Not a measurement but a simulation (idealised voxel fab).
The process module that follows is named voxel local oxidation.
The width of the displayed cross-section, cut, is 295 nm; its cells are square, with a size of 5 nm.
In what follows, cross-sections appear as grids of square cells, described through bands that run from the top down, where every band is one or more rows of cells. Read a band's entry like this: the first values are the height of its top and the height of its bottom in nm, and what follows is the sequence of materials from left to right, each with its width in nm. Note that "empty" is empty space, and that a single material marked "throughout" reaches across the band from edge to edge. The level at which height equals 0 is the one under which the wafer, as it arrives, is entirely one material. No lower edge exists for the bottom band, which continues downward and is notated as in "0 down". Per-row width for "30..40": begins at first number (top row of band), ends at second number (bottom row), increment between rows held constant. What does "nothing changed" mean for a step? It means no cell of the cross-section changed in that step. Empty spaces counting at least 8 cells and having no open way to the top are listed in "Closed empty spaces". The notation width x height at distance is used for each, the distance being from the left edge and all three values in nm. after a step's settings: what the simulator itself notes on the step. The line of a step may include "overlay nm". On a step with a mask, this value is how far to the right of its planned place the mask lay. A negative value means the mask lay to the left.
This section lists the process steps that were planned:
| 1 | RECEIVE,material Si |
| 2 | CONFORMAL_DEP,material SiO2,thk nm 5 |
| 3 | CONFORMAL_DEP,material SiN,thk nm 10 |
| 4 | DIRECTIONAL_DEP,material aC,thk nm 15 |
| 5 | PATTERN,tone cover,mask id ACTIVE,material resist,width nm 100,pitch nm 130,thk nm 35,overlay nm 0 |
| 6 | DIRECTIONAL_ETCH,etch materials aC,depth nm 15 |
| 7 | STRIP,etch materials resist |
| 8 | DIRECTIONAL_ETCH,etch materials SiN,depth nm 10 |
| 9 | STRIP,etch materials aC |
| 10 | SELECTIVE_ETCH,etch materials SiO2,depth nm 5 |
| 11 | OXIDIZE,depth nm 10 |
| 12 | STRIP,etch materials SiN |
First of two wafers, processed according to plan:
Incoming wafer, cross-sectional view, post step 1:
    0 down  Si throughout
    Closed empty spaces: none
Wafer section view after processing step 2:
    5 to 0  SiO2 throughout
    Everything below 0 is unchanged.
Wafer section view after processing step 3:
    15 to 5  SiN throughout
    Everything below 5 is unchanged.
Wafer section view after processing step 4:
    30 to 15  aC throughout
    Everything below 15 is unchanged.
Wafer section view after processing step 5:
    65 to 30  empty 30 nm, resist 100 nm, empty 30 nm, resist 100 nm, empty 35 nm
    Everything below 30 is unchanged.
Wafer section view after processing step 6:
    50 to 30  empty 30 nm, resist 100 nm, empty 30 nm, resist 100 nm, empty 35 nm
    30 to 15  empty 30 nm, aC 100 nm, empty 30 nm, aC 100 nm, empty 35 nm
    Everything below 15 is unchanged.
Wafer section view after processing step 7:
    30 to 15  empty 30 nm, aC 100 nm, empty 30 nm, aC 100 nm, empty 35 nm
    Everything below 15 is unchanged.
Wafer section view after processing step 8:
    30 to 15  empty 30 nm, aC 100 nm, empty 30 nm, aC 100 nm, empty 35 nm
    15 to 5  empty 30 nm, SiN 100 nm, empty 30 nm, SiN 100 nm, empty 35 nm
    Everything below 5 is unchanged.
Wafer section view after processing step 9:
    15 to 5  empty 30 nm, SiN 100 nm, empty 30 nm, SiN 100 nm, empty 35 nm
    Everything below 5 is unchanged.
Wafer section view after processing step 10:
    15 to 5  empty 30 nm, SiN 100 nm, empty 30 nm, SiN 100 nm, empty 35 nm
    5 to 0  empty 35 nm, SiO2 90 nm, empty 40 nm, SiO2 90 nm, empty 40 nm
    Everything below 0 is unchanged.
Wafer section view after processing step 11:
    15 to 5  empty 30 nm, SiN 100 nm, empty 30 nm, SiN 100 nm, empty 35 nm
    5 to 0  empty 35 nm, SiO2 90 nm, empty 40 nm, SiO2 90 nm, empty 40 nm
    0 to -10  SiO2 45 nm, Si 70 nm, SiO2 60 nm, Si 70 nm, SiO2 50 nm
    Everything below -10 is unchanged.
Wafer section view after processing step 12:
    5 to 0  empty 35 nm, SiO2 90 nm, empty 40 nm, SiO2 90 nm, empty 40 nm
    Everything below 0 is unchanged.
Now the other wafer: same start, same recipe, but we messed up one thing when running it. Up to and including step 1 it's the same as the first one:
At the planned end of step 2, the second wafer in cross-section: nothing changed
At the planned end of step 3, the second wafer in cross-section:
    10 to 0  SiN throughout
    Everything below 0 is unchanged.
At the planned end of step 4, the second wafer in cross-section:
    25 to 10  aC throughout
    Everything below 10 is unchanged.
At the planned end of step 5, the second wafer in cross-section:
    60 to 25  empty 30 nm, resist 100 nm, empty 30 nm, resist 100 nm, empty 35 nm
    Everything below 25 is unchanged.
At the planned end of step 6, the second wafer in cross-section:
    45 to 25  empty 30 nm, resist 100 nm, empty 30 nm, resist 100 nm, empty 35 nm
    25 to 10  empty 30 nm, aC 100 nm, empty 30 nm, aC 100 nm, empty 35 nm
    Everything below 10 is unchanged.
At the planned end of step 7, the second wafer in cross-section:
    25 to 10  empty 30 nm, aC 100 nm, empty 30 nm, aC 100 nm, empty 35 nm
    Everything below 10 is unchanged.
At the planned end of step 8, the second wafer in cross-section:
    25 to 10  empty 30 nm, aC 100 nm, empty 30 nm, aC 100 nm, empty 35 nm
    10 to 0  empty 30 nm, SiN 100 nm, empty 30 nm, SiN 100 nm, empty 35 nm
    Everything below 0 is unchanged.
At the planned end of step 9, the second wafer in cross-section:
    10 to 0  empty 30 nm, SiN 100 nm, empty 30 nm, SiN 100 nm, empty 35 nm
    Everything below 0 is unchanged.
At the planned end of step 10, the second wafer in cross-section: nothing changed
At the planned end of step 11, the second wafer in cross-section:
    10 to 0  empty 30 nm, SiN 100 nm, empty 30 nm, SiN 100 nm, empty 35 nm
    0 to -10  SiO2 40 nm, Si 80 nm, SiO2 50 nm, Si 80 nm, SiO2 45 nm
    Everything below -10 is unchanged.
At the planned end of step 12, the second wafer in cross-section:
    0 to -10  SiO2 40 nm, Si 80 nm, SiO2 50 nm, Si 80 nm, SiO2 45 nm
    Everything below -10 is unchanged.
Here's what went sideways: step 2 from the plan never happened, it was just skipped
Counted in cells at the end, the second wafer holds more or fewer of these materials than the first: +8 Si; -44 SiO2
